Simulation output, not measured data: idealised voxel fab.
Process module heading - voxel gate over fins
cross-section cut | 265 nm wide | cells 5 nm
A cross-section in this document is a grid of square cells, and it is written down as bands, the top band listed before the ones below it; a band is made up of one or more rows of cells.
This entry defines a band. It first specifies the height of the band's top and the height of its bottom in nm, and then specifies the band's materials from left to right, stating each material with its width in nm. The word "throughout" identifies a single material that fills the band from edge to edge, while the word "air" identifies empty space.
Height is counted from the level 0, under which the received wafer is composed throughout of one material. The lowest of the bands is not closed at the bottom but continues downward, in the notation "0 nm and below".
The two numbers in a width such as "30..40" mark its ends across the band: the first belongs to the top row of cells, the second to the bottom row, and from each row to the next the width moves by the same amount.
When a step is marked "no change", none of the cells in the cross-section changed during that step.
Basically, "Enclosed void catalog" tells you about the enclosed voids: empty spaces with no open way to the top, 8 cells or bigger, each written width x height at distance, where distance is from the left edge, all in nm.
The remark found on a step's line after its settings is issued by the simulator itself and pertains to that step.
Each step line may optionally specify "overlay nm", which for a step with a mask gives the rightward distance between the mask's planned place and where it lay, a negative value indicating the leftward direction.
Listed below are the process steps as planned
1) RECEIVE, material Si
2) CONFORMAL_DEP, material SiN, thk nm 10
3) DIRECTIONAL_DEP, material aC, thk nm 10
4) PATTERN, tone cover, mask id FINS, material resist, width nm 15, pitch nm 50, thk nm 25, overlay nm 0
5) DIRECTIONAL_ETCH, etch materials aC, depth nm 10
6) STRIP, etch materials resist
7) DIRECTIONAL_ETCH, etch materials SiN, depth nm 10
8) DIRECTIONAL_ETCH, etch materials Si, depth nm 30
9) STRIP, etch materials aC
10) FILL_DEP, material SiO2, thk nm 15
11) CMP, height nm 10
12) PATTERN, tone open, mask id RAIL, material resist, width nm 15, thk nm 20, overlay nm 0
13) DIRECTIONAL_ETCH, etch materials SiO2, depth nm 35
14) STRIP, etch materials resist
15) CONFORMAL_DEP, material TiN, thk nm 5
16) FILL_DEP, material Ru, thk nm 5
17) CMP, height nm 10
18) SELECTIVE_ETCH, etch materials W Ru TiN, depth nm 25
19) FILL_DEP, material SiO2, thk nm 5
20) CMP, height nm 10
21) SELECTIVE_ETCH, etch materials SiO2, depth nm 20
22) STRIP, etch materials SiN
23) CONFORMAL_DEP, material HfO2, thk nm 5
24) CONFORMAL_DEP, material TiN, thk nm 5
25) CONFORMAL_DEP, material TiAl, thk nm 5
26) CONFORMAL_DEP, material TiN, thk nm 5
27) FILL_DEP, material W, thk nm 10
28) CMP, height nm 25
29) CONFORMAL_DEP, material SiN, thk nm 5
Cross-sectional view of the wafer in its as-received condition, corresponding to the state after step 1
- 0 nm and below = Si throughout
- Enclosed void catalog: none
Cross-section at module end, one run error; start and plan unchanged from above
- 30 nm to 25 nm = SiN throughout
- 25 nm to 20 nm = W throughout
- 20 nm to 15 nm = TiN throughout
- 15 nm to 10 nm = TiAl throughout
- 10 nm to 5 nm = TiN throughout
- 5 nm to 0 nm = HfO2 80 nm | TiN 5 nm | HfO2 45 nm | TiN 5 nm | HfO2 45 nm | TiN 5 nm | HfO2 80 nm
- 0 nm to -5 nm = Si 75 nm | HfO2 5 nm | TiN 5 nm | HfO2 5 nm | Si 35 nm | HfO2 5 nm | TiN 5 nm | HfO2 5 nm | Si 35 nm | HfO2 5 nm | TiN 5 nm | HfO2 5 nm | Si 75 nm
- -5 nm to -10 nm = Si 75 nm | HfO2 15 nm | Si 35 nm | HfO2 15 nm | Si 35 nm | HfO2 15 nm | Si 75 nm
- -10 nm to -30 nm = Si 75 nm | SiO2 15 nm | Si 35 nm | SiO2 15 nm | Si 35 nm | SiO2 15 nm | Si 75 nm
- -30 nm and below = Si throughout
- Enclosed void catalog: none
what went wrong: step 4 did not use the planned setting and instead ran as PATTERN, tone open, mask id FINS, material resist, width nm 15, pitch nm 50, thk nm 25, overlay nm 0
